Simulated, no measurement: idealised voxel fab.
This is a process module. Its name is voxel wiring stack.
Section shown: cut. Width: 250 nm. Cell size: 5 nm, square.
Cross-section, as written here: a square-cell grid given band by band from the top down, where a band holds one or more rows of cells. Quick guide to a band line: top height, bottom height (nm) up front; then every material left to right with its width in nm. Only one material and it's marked "everywhere"? Then it fills the band edge to edge. And "empty" just means empty space. The reference from which all heights are counted is 0, the level beneath which the as-received wafer is entirely one material; the lowest band, having no lower bound, proceeds downward and is written after the example "z 0 and below". Note: "30 to 40" means the width goes from the first number (top row of the band) to the second number (bottom row) in equal steps per row of cells. When a step is marked "same as before", none of the cells in the cross-section changed during that step. Each empty space that has no open way to the top and spans at least 8 cells appears under "Enclosed voids" as width x height at distance, the distance counted from the left edge, all in nm. after a step's settings: what the simulator itself notes on the step. "overlay nm" answers the question of how far to the right of plan the mask lay on a step that has a mask, and when it is negative the answer is to the left.

### Set out below are the planned steps of the process
| 1 | RECEIVE: material Si |
| 2 | CONFORMAL_DEP: material SiO2, thk nm 10 |
| 3 | CONFORMAL_DEP: material SiN, thk nm 5 |
| 4 | DIRECTIONAL_DEP: material lowk, thk nm 15 |
| 5 | PATTERN: tone open, mask id METAL_1, material resist, width nm 20, pitch nm 35, thk nm 20, overlay nm 0 |
| 6 | DIRECTIONAL_ETCH: etch materials lowk, depth nm 15 |
| 7 | DIRECTIONAL_ETCH: etch materials SiN, depth nm 5 |
| 8 | STRIP: etch materials resist |
| 9 | CONFORMAL_DEP: material TiN, thk nm 5 |
| 10 | FILL_DEP: material Ru, thk nm 10 |
| 11 | CMP: height nm 30 |
| 12 | EPI: material Ru, thk nm 5 |
| 13 | FILL_DEP: material SiCN, thk nm 5 |
| 14 | DIRECTIONAL_DEP: material lowk, thk nm 10 |
| 15 | DIRECTIONAL_DEP: material aC, thk nm 15 |
| 16 | PATTERN: tone open, mask id PLUG_1, material resist, width nm 15, pitch nm 70, thk nm 30, overlay nm 0 |
| 17 | DIRECTIONAL_ETCH: etch materials aC, depth nm 15 |
| 18 | STRIP: etch materials resist |
| 19 | DIRECTIONAL_ETCH: etch materials lowk, depth nm 10 |
| 20 | DIRECTIONAL_ETCH: etch materials SiCN, depth nm 5 |
| 21 | STRIP: etch materials aC |
| 22 | EPI: material Ru, thk nm 10 |
| 23 | EPI: material Ru, thk nm 5 |
| 24 | DIRECTIONAL_DEP: material TiN, thk nm 5 |
| 25 | DIRECTIONAL_DEP: material W, thk nm 15 |
| 26 | MASKED_ETCH: tone cover, mask id METAL_2, width nm 20, pitch nm 35, etch materials W, depth nm 15, overlay nm 0 |
| 27 | MASKED_ETCH: tone cover, mask id METAL_2, width nm 20, pitch nm 35, etch materials TiN, depth nm 5, overlay nm 0 |
| 28 | CONFORMAL_DEP: material SiCN, thk nm 5 |
| 29 | FILL_DEP: material lowk, thk nm 10 |
| 30 | CMP: height nm 70 |
| 31 | CONFORMAL_DEP: material SiCN, thk nm 5 |
| 32 | DIRECTIONAL_DEP: material lowk, thk nm 15 |
| 33 | PATTERN: tone open, mask id PLUG_2, material resist, width nm 15, pitch nm 35, thk nm 20, overlay nm 0 |
| 34 | DIRECTIONAL_ETCH: etch materials lowk, depth nm 15 |
| 35 | DIRECTIONAL_ETCH: etch materials SiCN, depth nm 5 |
| 36 | STRIP: etch materials resist |
| 37 | CONFORMAL_DEP: material TiN, thk nm 5 |
| 38 | FILL_DEP: material Ru, thk nm 10 |
| 39 | CMP: height nm 90 |
| 40 | DIRECTIONAL_DEP: material TiN, thk nm 5 |
| 41 | DIRECTIONAL_DEP: material W, thk nm 25 |
| 42 | PATTERN: tone cover, mask id METAL_3, material resist, width nm 20, pitch nm 35, thk nm 20, overlay nm 0 |
| 43 | DIRECTIONAL_ETCH: etch materials W, depth nm 25 |
| 44 | DIRECTIONAL_ETCH: etch materials TiN, depth nm 5 |
| 45 | STRIP: etch materials resist |
| 46 | FILL_DEP: material SiO2, thk nm 10 |
| 47 | CMP: height nm 120 |
| 48 | CONFORMAL_DEP: material SiCN, thk nm 5 |

### first wafer, as planned

### Cross-section: wafer on arrival = after step 1
	z 0 and below: Si everywhere
	Enclosed voids: none

### So this is the wafer cross-section right after step 2
	z 10 to 0: SiO2 everywhere
	Anything lower than 0 is untouched.

### So this is the wafer cross-section right after step 3
	z 15 to 10: SiN everywhere
	Anything lower than 10 is untouched.

### So this is the wafer cross-section right after step 4
	z 30 to 15: lowk everywhere
	Anything lower than 15 is untouched.

### So this is the wafer cross-section right after step 5
	z 50 to 30: resist 60  empty 20  resist 15  empty 20  resist 15  empty 20  resist 15  empty 20  resist 65
	Anything lower than 30 is untouched.

### So this is the wafer cross-section right after step 6
	z 50 to 30: resist 60  empty 20  resist 15  empty 20  resist 15  empty 20  resist 15  empty 20  resist 65
	z 30 to 15: lowk 60  empty 20  lowk 15  empty 20  lowk 15  empty 20  lowk 15  empty 20  lowk 65
	Anything lower than 15 is untouched.

### So this is the wafer cross-section right after step 7
	z 50 to 30: resist 60  empty 20  resist 15  empty 20  resist 15  empty 20  resist 15  empty 20  resist 65
	z 30 to 15: lowk 60  empty 20  lowk 15  empty 20  lowk 15  empty 20  lowk 15  empty 20  lowk 65
	z 15 to 10: SiN 60  empty 20  SiN 15  empty 20  SiN 15  empty 20  SiN 15  empty 20  SiN 65
	Anything lower than 10 is untouched.

### So this is the wafer cross-section right after step 8
	z 30 to 15: lowk 60  empty 20  lowk 15  empty 20  lowk 15  empty 20  lowk 15  empty 20  lowk 65
	Anything lower than 15 is untouched.

### So this is the wafer cross-section right after step 9
	z 35 to 30: TiN 65  empty 10  TiN 25  empty 10  TiN 25  empty 10  TiN 25  empty 10  TiN 70
	z 30 to 15: lowk 60  TiN 5  empty 10  TiN 5  lowk 15  TiN 5  empty 10  TiN 5  lowk 15  TiN 5  empty 10  TiN 5  lowk 15  TiN 5  empty 10  TiN 5  lowk 65
	z 15 to 10: SiN 60  TiN 20  SiN 15  TiN 20  SiN 15  TiN 20  SiN 15  TiN 20  SiN 65
	Anything lower than 10 is untouched.

### So this is the wafer cross-section right after step 10
	z 45 to 35: Ru everywhere
	z 35 to 30: TiN 65  Ru 10  TiN 25  Ru 10  TiN 25  Ru 10  TiN 25  Ru 10  TiN 70
	z 30 to 15: lowk 60  TiN 5  Ru 10  TiN 5  lowk 15  TiN 5  Ru 10  TiN 5  lowk 15  TiN 5  Ru 10  TiN 5  lowk 15  TiN 5  Ru 10  TiN 5  lowk 65
	Anything lower than 15 is untouched.

### So this is the wafer cross-section right after step 11
	z 30 to 15: lowk 60  TiN 5  Ru 10  TiN 5  lowk 15  TiN 5  Ru 10  TiN 5  lowk 15  TiN 5  Ru 10  TiN 5  lowk 15  TiN 5  Ru 10  TiN 5  lowk 65
	Anything lower than 15 is untouched.

### So this is the wafer cross-section right after step 12
	z 35 to 30: empty 55  Ru 30  empty 5  Ru 30  empty 5  Ru 30  empty 5  Ru 30  empty 60
	Anything lower than 30 is untouched.

### So this is the wafer cross-section right after step 13
	z 40 to 35: SiCN everywhere
	z 35 to 30: SiCN 55  Ru 30  SiCN 5  Ru 30  SiCN 5  Ru 30  SiCN 5  Ru 30  SiCN 60
	Anything lower than 30 is untouched.

### So this is the wafer cross-section right after step 14
	z 50 to 40: lowk everywhere
	Anything lower than 40 is untouched.

### So this is the wafer cross-section right after step 15
	z 65 to 50: aC everywhere
	Anything lower than 50 is untouched.

### So this is the wafer cross-section right after step 16
	z 95 to 65: resist 60  empty 15  resist 55  empty 15  resist 105
	Anything lower than 65 is untouched.

### So this is the wafer cross-section right after step 17
	z 80 to 65: resist 60  empty 15  resist 55  empty 15  resist 105
	z 65 to 50: aC 60  empty 15  aC 55  empty 15  aC 105
	Anything lower than 50 is untouched.

### So this is the wafer cross-section right after step 18
	z 65 to 50: aC 60  empty 15  aC 55  empty 15  aC 105
	Anything lower than 50 is untouched.

### So this is the wafer cross-section right after step 19
	z 65 to 50: aC 60  empty 15  aC 55  empty 15  aC 105
	z 50 to 40: lowk 60  empty 15  lowk 55  empty 15  lowk 105
	Anything lower than 40 is untouched.

### So this is the wafer cross-section right after step 20
	z 65 to 50: aC 60  empty 15  aC 55  empty 15  aC 105
	z 50 to 40: lowk 60  empty 15  lowk 55  empty 15  lowk 105
	z 40 to 35: SiCN 60  empty 15  SiCN 55  empty 15  SiCN 105
	Anything lower than 35 is untouched.

### So this is the wafer cross-section right after step 21
	z 50 to 40: lowk 60  empty 15  lowk 55  empty 15  lowk 105
	Anything lower than 40 is untouched.

### So this is the wafer cross-section right after step 22
	z 50 to 45: lowk 60  empty 15  lowk 55  empty 15  lowk 105
	z 45 to 40: lowk 60  Ru 15  lowk 55  Ru 15  lowk 105
	z 40 to 35: SiCN 60  Ru 15  SiCN 55  Ru 15  SiCN 105
	Anything lower than 35 is untouched.

### So this is the wafer cross-section right after step 23
	z 50 to 40: lowk 60  Ru 15  lowk 55  Ru 15  lowk 105
	Anything lower than 40 is untouched.

### So this is the wafer cross-section right after step 24
	z 55 to 50: TiN everywhere
	Anything lower than 50 is untouched.

### So this is the wafer cross-section right after step 25
	z 70 to 55: W everywhere
	Anything lower than 55 is untouched.

### So this is the wafer cross-section right after step 26
	z 70 to 55: empty 60  W 20  empty 15  W 20  empty 15  W 20  empty 15  W 20  empty 65
	Anything lower than 55 is untouched.

### So this is the wafer cross-section right after step 27
	z 70 to 55: empty 60  W 20  empty 15  W 20  empty 15  W 20  empty 15  W 20  empty 65
	z 55 to 50: empty 60  TiN 20  empty 15  TiN 20  empty 15  TiN 20  empty 15  TiN 20  empty 65
	Anything lower than 50 is untouched.

### So this is the wafer cross-section right after step 28
	z 75 to 70: empty 55  SiCN 30  empty 5  SiCN 30  empty 5  SiCN 30  empty 5  SiCN 30  empty 60
	z 70 to 55: empty 55  SiCN 5  W 20  SiCN 5  empty 5  SiCN 5  W 20  SiCN 5  empty 5  SiCN 5  W 20  SiCN 5  empty 5  SiCN 5  W 20  SiCN 5  empty 60
	z 55 to 50: SiCN 60  TiN 20  SiCN 15  TiN 20  SiCN 15  TiN 20  SiCN 15  TiN 20  SiCN 65
	Anything lower than 50 is untouched.

### So this is the wafer cross-section right after step 29
	z 85 to 75: lowk everywhere
	z 75 to 70: lowk 55  SiCN 30  lowk 5  SiCN 30  lowk 5  SiCN 30  lowk 5  SiCN 30  lowk 60
	z 70 to 55: lowk 55  SiCN 5  W 20  SiCN 5  lowk 5  SiCN 5  W 20  SiCN 5  lowk 5  SiCN 5  W 20  SiCN 5  lowk 5  SiCN 5  W 20  SiCN 5  lowk 60
	Anything lower than 55 is untouched.

### So this is the wafer cross-section right after step 30
	z 70 to 55: lowk 55  SiCN 5  W 20  SiCN 5  lowk 5  SiCN 5  W 20  SiCN 5  lowk 5  SiCN 5  W 20  SiCN 5  lowk 5  SiCN 5  W 20  SiCN 5  lowk 60
	Anything lower than 55 is untouched.

### So this is the wafer cross-section right after step 31
	z 75 to 70: SiCN everywhere
	Anything lower than 70 is untouched.

### So this is the wafer cross-section right after step 32
	z 90 to 75: lowk everywhere
	Anything lower than 75 is untouched.

### So this is the wafer cross-section right after step 33
	z 110 to 90: resist 60  empty 15  resist 20  empty 15  resist 20  empty 15  resist 20  empty 15  resist 70
	Anything lower than 90 is untouched.

### So this is the wafer cross-section right after step 34
	z 110 to 90: resist 60  empty 15  resist 20  empty 15  resist 20  empty 15  resist 20  empty 15  resist 70
	z 90 to 75: lowk 60  empty 15  lowk 20  empty 15  lowk 20  empty 15  lowk 20  empty 15  lowk 70
	Anything lower than 75 is untouched.

### So this is the wafer cross-section right after step 35
	z 110 to 90: resist 60  empty 15  resist 20  empty 15  resist 20  empty 15  resist 20  empty 15  resist 70
	z 90 to 75: lowk 60  empty 15  lowk 20  empty 15  lowk 20  empty 15  lowk 20  empty 15  lowk 70
	z 75 to 70: SiCN 60  empty 15  SiCN 20  empty 15  SiCN 20  empty 15  SiCN 20  empty 15  SiCN 70
	Anything lower than 70 is untouched.

### So this is the wafer cross-section right after step 36
	z 90 to 75: lowk 60  empty 15  lowk 20  empty 15  lowk 20  empty 15  lowk 20  empty 15  lowk 70
	Anything lower than 75 is untouched.

### So this is the wafer cross-section right after step 37
	z 95 to 90: TiN 65  empty 5  TiN 30  empty 5  TiN 30  empty 5  TiN 30  empty 5  TiN 75
	z 90 to 75: lowk 60  TiN 5  empty 5  TiN 5  lowk 20  TiN 5  empty 5  TiN 5  lowk 20  TiN 5  empty 5  TiN 5  lowk 20  TiN 5  empty 5  TiN 5  lowk 70
	z 75 to 70: SiCN 60  TiN 15  SiCN 20  TiN 15  SiCN 20  TiN 15  SiCN 20  TiN 15  SiCN 70
	Anything lower than 70 is untouched.

### So this is the wafer cross-section right after step 38
	z 105 to 95: Ru everywhere
	z 95 to 90: TiN 65  Ru 5  TiN 30  Ru 5  TiN 30  Ru 5  TiN 30  Ru 5  TiN 75
	z 90 to 75: lowk 60  TiN 5  Ru 5  TiN 5  lowk 20  TiN 5  Ru 5  TiN 5  lowk 20  TiN 5  Ru 5  TiN 5  lowk 20  TiN 5  Ru 5  TiN 5  lowk 70
	Anything lower than 75 is untouched.

### So this is the wafer cross-section right after step 39
	z 90 to 75: lowk 60  TiN 5  Ru 5  TiN 5  lowk 20  TiN 5  Ru 5  TiN 5  lowk 20  TiN 5  Ru 5  TiN 5  lowk 20  TiN 5  Ru 5  TiN 5  lowk 70
	Anything lower than 75 is untouched.

### So this is the wafer cross-section right after step 40
	z 95 to 90: TiN everywhere
	Anything lower than 90 is untouched.

### So this is the wafer cross-section right after step 41
	z 120 to 95: W everywhere
	Anything lower than 95 is untouched.

### So this is the wafer cross-section right after step 42
	z 140 to 120: empty 60  resist 20  empty 15  resist 20  empty 15  resist 20  empty 15  resist 20  empty 65
	Anything lower than 120 is untouched.

### So this is the wafer cross-section right after step 43
	z 140 to 120: empty 60  resist 20  empty 15  resist 20  empty 15  resist 20  empty 15  resist 20  empty 65
	z 120 to 95: empty 60  W 20  empty 15  W 20  empty 15  W 20  empty 15  W 20  empty 65
	Anything lower than 95 is untouched.

### So this is the wafer cross-section right after step 44
	z 140 to 120: empty 60  resist 20  empty 15  resist 20  empty 15  resist 20  empty 15  resist 20  empty 65
	z 120 to 95: empty 60  W 20  empty 15  W 20  empty 15  W 20  empty 15  W 20  empty 65
	z 95 to 90: empty 60  TiN 20  empty 15  TiN 20  empty 15  TiN 20  empty 15  TiN 20  empty 65
	Anything lower than 90 is untouched.

### So this is the wafer cross-section right after step 45
	z 120 to 95: empty 60  W 20  empty 15  W 20  empty 15  W 20  empty 15  W 20  empty 65
	Anything lower than 95 is untouched.

### So this is the wafer cross-section right after step 46
	z 130 to 120: SiO2 everywhere
	z 120 to 95: SiO2 60  W 20  SiO2 15  W 20  SiO2 15  W 20  SiO2 15  W 20  SiO2 65
	z 95 to 90: SiO2 60  TiN 20  SiO2 15  TiN 20  SiO2 15  TiN 20  SiO2 15  TiN 20  SiO2 65
	Anything lower than 90 is untouched.

### So this is the wafer cross-section right after step 47
	z 120 to 95: SiO2 60  W 20  SiO2 15  W 20  SiO2 15  W 20  SiO2 15  W 20  SiO2 65
	Anything lower than 95 is untouched.

### So this is the wafer cross-section right after step 48
	z 125 to 120: SiCN everywhere
	Anything lower than 120 is untouched.

### The remaining wafer, second of the two, started like the first and was run to the same plan, except that one mistake was made along the way; the two coincide through step 39, inclusive

### Cross-section of the second wafer corresponding to the planned conclusion of step 40
	z 95 to 90: SiN everywhere
	Anything lower than 90 is untouched.

### Cross-section of the second wafer corresponding to the planned conclusion of step 41
	z 120 to 95: W everywhere
	Anything lower than 95 is untouched.

### Cross-section of the second wafer corresponding to the planned conclusion of step 42
	z 140 to 120: empty 60  resist 20  empty 15  resist 20  empty 15  resist 20  empty 15  resist 20  empty 65
	Anything lower than 120 is untouched.

### Cross-section of the second wafer corresponding to the planned conclusion of step 43
	z 140 to 120: empty 60  resist 20  empty 15  resist 20  empty 15  resist 20  empty 15  resist 20  empty 65
	z 120 to 95: empty 60  W 20  empty 15  W 20  empty 15  W 20  empty 15  W 20  empty 65
	Anything lower than 95 is untouched.

Cross-section of the second wafer corresponding to the planned conclusion of step 44: same as before

### Cross-section of the second wafer corresponding to the planned conclusion of step 45
	z 120 to 95: empty 60  W 20  empty 15  W 20  empty 15  W 20  empty 15  W 20  empty 65
	Anything lower than 95 is untouched.

### Cross-section of the second wafer corresponding to the planned conclusion of step 46
	z 130 to 120: SiO2 everywhere
	z 120 to 95: SiO2 60  W 20  SiO2 15  W 20  SiO2 15  W 20  SiO2 15  W 20  SiO2 65
	Anything lower than 95 is untouched.

### Cross-section of the second wafer corresponding to the planned conclusion of step 47
	z 120 to 95: SiO2 60  W 20  SiO2 15  W 20  SiO2 15  W 20  SiO2 15  W 20  SiO2 65
	Anything lower than 95 is untouched.

### Cross-section of the second wafer corresponding to the planned conclusion of step 48
	z 125 to 120: SiCN everywhere
	Anything lower than 120 is untouched.
Against the plan, the run slipped here: step 40 was run on a setting that differed from the plan, and what really ran there is DIRECTIONAL_DEP: material SiN, thk nm 5
Counted in cells at the end, the second wafer holds more or fewer of these materials than the first: +50 SiN, -34 SiO2, -16 TiN
